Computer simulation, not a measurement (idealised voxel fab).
process module | voxel gate over fins
cross-section cut | 220 nm wide | cells 5 nm
A cross-section is a grid of square cells, given in bands from the top down. A band is one or more rows of cells.
Each band's line starts with the height of the band's top and of its bottom, in nm. Then come its materials from left to right, each with its width in nm. One material with "throughout" fills the band from edge to edge. "air" is empty space.
Height 0 is the level under which the wafer as received is all one material. The lowest band goes on downwards, as in "0 down".
A width such as "30 to 40" changes by the same amount from each row of cells to the next, from the band's top row to its bottom row.
"no change" after a step means that no cell of the cross-section changed.
closed voids: empty space of 8 cells or more with no open way to the top, each as width x height at its distance from the left edge, in nm
after a step's settings: what the simulator itself notes on the step
overlay nm, on a step with a mask: how far to the right of its planned place the mask lay; to the left if negative
plan
1 op RECEIVE | material Si
2 op CONFORMAL_DEP | material SiN | thk nm 10
3 op PATTERN | tone cover | mask id FINS | material resist | width nm 15 | pitch nm 55 | thk nm 15 | overlay nm 0
4 op DIRECTIONAL_ETCH | etch materials SiN | depth nm 10
5 op DIRECTIONAL_ETCH | etch materials Si | depth nm 30
6 op STRIP | etch materials resist
7 op FILL_DEP | material SiO2 | thk nm 5
8 op CMP | height nm 10
9 op PATTERN | tone open | mask id RAIL | material resist | width nm 15 | thk nm 20 | overlay nm 0
10 op DIRECTIONAL_ETCH | etch materials SiO2 | depth nm 35
11 op STRIP | etch materials resist
12 op CONFORMAL_DEP | material TiN | thk nm 5
13 op FILL_DEP | material W | thk nm 5
14 op CMP | height nm 10
15 op SELECTIVE_ETCH | etch materials W Ru TiN | depth nm 30
16 op FILL_DEP | material SiO2 | thk nm 5
17 op CMP | height nm 10
18 op SELECTIVE_ETCH | etch materials SiO2 | depth nm 20
19 op STRIP | etch materials SiN
20 op CONFORMAL_DEP | material HfO2 | thk nm 5
21 op CONFORMAL_DEP | material TiN | thk nm 5
22 op FILL_DEP | material W | thk nm 15
23 op CMP | height nm 20
24 op CONFORMAL_DEP | material SiCN | thk nm 10
first wafer, as planned
as received, after step 1
  0 down: Si throughout
  closed voids: none
after step 2
  10 to 0: SiN throughout
  below 0: unchanged
after step 3
  25 to 10: air 45 | resist 15 | air 40 | resist 15 | air 40 | resist 15 | air 50
  below 10: unchanged
after step 4
  25 to 10: air 45 | resist 15 | air 40 | resist 15 | air 40 | resist 15 | air 50
  10 to 0: air 45 | SiN 15 | air 40 | SiN 15 | air 40 | SiN 15 | air 50
  below 0: unchanged
after step 5
  25 to 10: air 45 | resist 15 | air 40 | resist 15 | air 40 | resist 15 | air 50
  10 to 0: air 45 | SiN 15 | air 40 | SiN 15 | air 40 | SiN 15 | air 50
  0 to -30: air 45 | Si 15 | air 40 | Si 15 | air 40 | Si 15 | air 50
  below -30: unchanged
after step 6
  10 to 0: air 45 | SiN 15 | air 40 | SiN 15 | air 40 | SiN 15 | air 50
  below 0: unchanged
after step 7
  15 to 10: SiO2 throughout
  10 to 0: SiO2 45 | SiN 15 | SiO2 40 | SiN 15 | SiO2 40 | SiN 15 | SiO2 50
  0 to -30: SiO2 45 | Si 15 | SiO2 40 | Si 15 | SiO2 40 | Si 15 | SiO2 50
  below -30: unchanged
after step 8
  10 to 0: SiO2 45 | SiN 15 | SiO2 40 | SiN 15 | SiO2 40 | SiN 15 | SiO2 50
  below 0: unchanged
after step 9
  30 to 10: resist 70 | air 15 | resist 135
  below 10: unchanged
after step 10
  30 to 10: resist 70 | air 15 | resist 135
  10 to 0: SiO2 45 | SiN 15 | SiO2 10 | air 15 | SiO2 15 | SiN 15 | SiO2 40 | SiN 15 | SiO2 50
  0 to -25: SiO2 45 | Si 15 | SiO2 10 | air 15 | SiO2 15 | Si 15 | SiO2 40 | Si 15 | SiO2 50
  below -25: unchanged
after step 11
  10 to 0: SiO2 45 | SiN 15 | SiO2 10 | air 15 | SiO2 15 | SiN 15 | SiO2 40 | SiN 15 | SiO2 50
  below 0: unchanged
after step 12
  15 to 10: TiN 75 | air 5 | TiN 140
  10 to 0: SiO2 45 | SiN 15 | SiO2 10 | TiN 5 | air 5 | TiN 5 | SiO2 15 | SiN 15 | SiO2 40 | SiN 15 | SiO2 50
  0 to -20: SiO2 45 | Si 15 | SiO2 10 | TiN 5 | air 5 | TiN 5 | SiO2 15 | Si 15 | SiO2 40 | Si 15 | SiO2 50
  -20 to -25: SiO2 45 | Si 15 | SiO2 10 | TiN 15 | SiO2 15 | Si 15 | SiO2 40 | Si 15 | SiO2 50
  below -25: unchanged
after step 13
  20 to 15: W throughout
  15 to 10: TiN 75 | W 5 | TiN 140
  10 to 0: SiO2 45 | SiN 15 | SiO2 10 | TiN 5 | W 5 | TiN 5 | SiO2 15 | SiN 15 | SiO2 40 | SiN 15 | SiO2 50
  0 to -20: SiO2 45 | Si 15 | SiO2 10 | TiN 5 | W 5 | TiN 5 | SiO2 15 | Si 15 | SiO2 40 | Si 15 | SiO2 50
  below -20: unchanged
after step 14
  10 to 0: SiO2 45 | SiN 15 | SiO2 10 | TiN 5 | W 5 | TiN 5 | SiO2 15 | SiN 15 | SiO2 40 | SiN 15 | SiO2 50
  below 0: unchanged
after step 15
  10 to 0: SiO2 45 | SiN 15 | SiO2 10 | air 15 | SiO2 15 | SiN 15 | SiO2 40 | SiN 15 | SiO2 50
  0 to -20: SiO2 45 | Si 15 | SiO2 10 | air 15 | SiO2 15 | Si 15 | SiO2 40 | Si 15 | SiO2 50
  below -20: unchanged
after step 16
  15 to 10: SiO2 throughout
  10 to 0: SiO2 45 | SiN 15 | SiO2 40 | SiN 15 | SiO2 40 | SiN 15 | SiO2 50
  0 to -20: SiO2 45 | Si 15 | SiO2 40 | Si 15 | SiO2 40 | Si 15 | SiO2 50
  below -20: unchanged
after step 17
  10 to 0: SiO2 45 | SiN 15 | SiO2 40 | SiN 15 | SiO2 40 | SiN 15 | SiO2 50
  below 0: unchanged
after step 18
  10 to 0: air 45 | SiN 15 | air 40 | SiN 15 | air 40 | SiN 15 | air 50
  0 to -10: air 45 | Si 15 | air 40 | Si 15 | air 40 | Si 15 | air 50
  below -10: unchanged
after step 19
  0 to -10: air 45 | Si 15 | air 40 | Si 15 | air 40 | Si 15 | air 50
  below -10: unchanged
after step 20
  5 to 0: air 40 | HfO2 25 | air 30 | HfO2 25 | air 30 | HfO2 25 | air 45
  0 to -5: air 40 | HfO2 5 | Si 15 | HfO2 5 | air 30 | HfO2 5 | Si 15 | HfO2 5 | air 30 | HfO2 5 | Si 15 | HfO2 5 | air 45
  -5 to -10: HfO2 45 | Si 15 | HfO2 40 | Si 15 | HfO2 40 | Si 15 | HfO2 50
  below -10: unchanged
after step 21
  10 to 5: air 35 | TiN 35 | air 20 | TiN 35 | air 20 | TiN 35 | air 40
  5 to 0: air 35 | TiN 5 | HfO2 25 | TiN 5 | air 20 | TiN 5 | HfO2 25 | TiN 5 | air 20 | TiN 5 | HfO2 25 | TiN 5 | air 40
  0 to -5: TiN 40 | HfO2 5 | Si 15 | HfO2 5 | TiN 30 | HfO2 5 | Si 15 | HfO2 5 | TiN 30 | HfO2 5 | Si 15 | HfO2 5 | TiN 45
  below -5: unchanged
after step 22
  25 to 10: W throughout
  10 to 5: W 35 | TiN 35 | W 20 | TiN 35 | W 20 | TiN 35 | W 40
  5 to 0: W 35 | TiN 5 | HfO2 25 | TiN 5 | W 20 | TiN 5 | HfO2 25 | TiN 5 | W 20 | TiN 5 | HfO2 25 | TiN 5 | W 40
  below 0: unchanged
after step 23
  20 to 10: W throughout
  below 10: unchanged
after step 24
  30 to 20: SiCN throughout
  below 20: unchanged
second wafer: like start, like plan, one mistake. Through step 22 it matches the first wafer
when step 23 should have ended
  15 to 10: W throughout
  below 10: unchanged
when step 24 should have ended
  25 to 15: SiCN throughout
  below 15: unchanged
what went wrong: step 23 ran as: op CMP | height nm 15
at the end the second wafer has, in cells: 44 fewer of W
